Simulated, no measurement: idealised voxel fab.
This is a process module. Its name is voxel self aligned contacts.
Square cells of 5 nm make up the cross-section cut, whose width is 195 nm.
For the purposes of this document, a cross-section shall be understood as a grid of square cells, specified as bands listed in top-to-bottom order, each band consisting of one or more rows of cells. Read a band's entry like this: the first values are the height of its top and the height of its bottom in nm, and what follows is the sequence of materials from left to right, each with its width in nm. Note that "air" is empty space, and that a single material marked "throughout" reaches across the band from edge to edge. Convention: height 0 is the level below which the wafer, as received, is all one material. The lowest band does not terminate at the bottom but continues downward, represented as "0 down". Width spec "30->40" -> top row of cells at first value, bottom row at second value, equal per-row change in between. A step reported as "no modification" is a step in which no cell of the cross-section changed. Empty spaces counting at least 8 cells and having no open way to the top are listed in "Entrapped void list". The notation width x height at distance is used for each, the distance being from the left edge and all three values in nm. What comes after the settings on a step's line is commentary from the simulator itself on that step. overlay nm: mask offset rightward from planned place, masked step; negative means leftward offset.
-- Listed below are the process steps as planned
step 1: op RECEIVE | material Si
step 2: op OXIDIZE | depth nm 5
step 3: op DIRECTIONAL_DEP | material polySi | thk nm 30
step 4: op DIRECTIONAL_DEP | material SiN | thk nm 25
step 5: op PATTERN | tone cover | mask id GATE | material resist | width nm 30 | pitch nm 75 | thk nm 15 | overlay nm 0
step 6: op DIRECTIONAL_ETCH | etch materials SiN | depth nm 25
step 7: op DIRECTIONAL_ETCH | etch materials polySi | depth nm 30
step 8: op STRIP | etch materials resist
step 9: op CONFORMAL_DEP | material SiN | thk nm 10
step 10: op DIRECTIONAL_ETCH | etch materials SiN | depth nm 10
step 11: op FILL_DEP | material SiO2 | thk nm 20
step 12: op CMP | height nm 65
step 13: op MASKED_ETCH | tone open | mask id CONTACT | width nm 55 | etch materials SiO2 | depth nm 70 | overlay nm 0
step 14: op CONFORMAL_DEP | material TiN | thk nm 5
step 15: op FILL_DEP | material W | thk nm 5
step 16: op CMP | height nm 65
step 17: op CONFORMAL_DEP | material SiCN | thk nm 5
varied across the wafers: depth nm of step 2. The plan shows the first wafer's value. All wafers start alike
-- Cut through the first of several wafers as received, post step 1
  0 down: Si throughout
  Entrapped void list: none
-- each wafer at the end: cells of each material gained (+) or lost (-) since it was received, then its closed voids
depth nm 5; -39 Si; +39 SiCN; +148 SiN; +244 SiO2; +37 TiN; +45 W; +72 polySi; Entrapped void list: none
depth nm 10; -78 Si; +39 SiCN; +148 SiN; +283 SiO2; +37 TiN; +45 W; +72 polySi; Entrapped void list: none
depth nm 15; -117 Si; +39 SiCN; +148 SiN; +322 SiO2; +37 TiN; +45 W; +72 polySi; Entrapped void list: none
depth nm 20; -156 Si; +39 SiCN; +148 SiN; +361 SiO2; +37 TiN; +45 W; +72 polySi; Entrapped void list: none
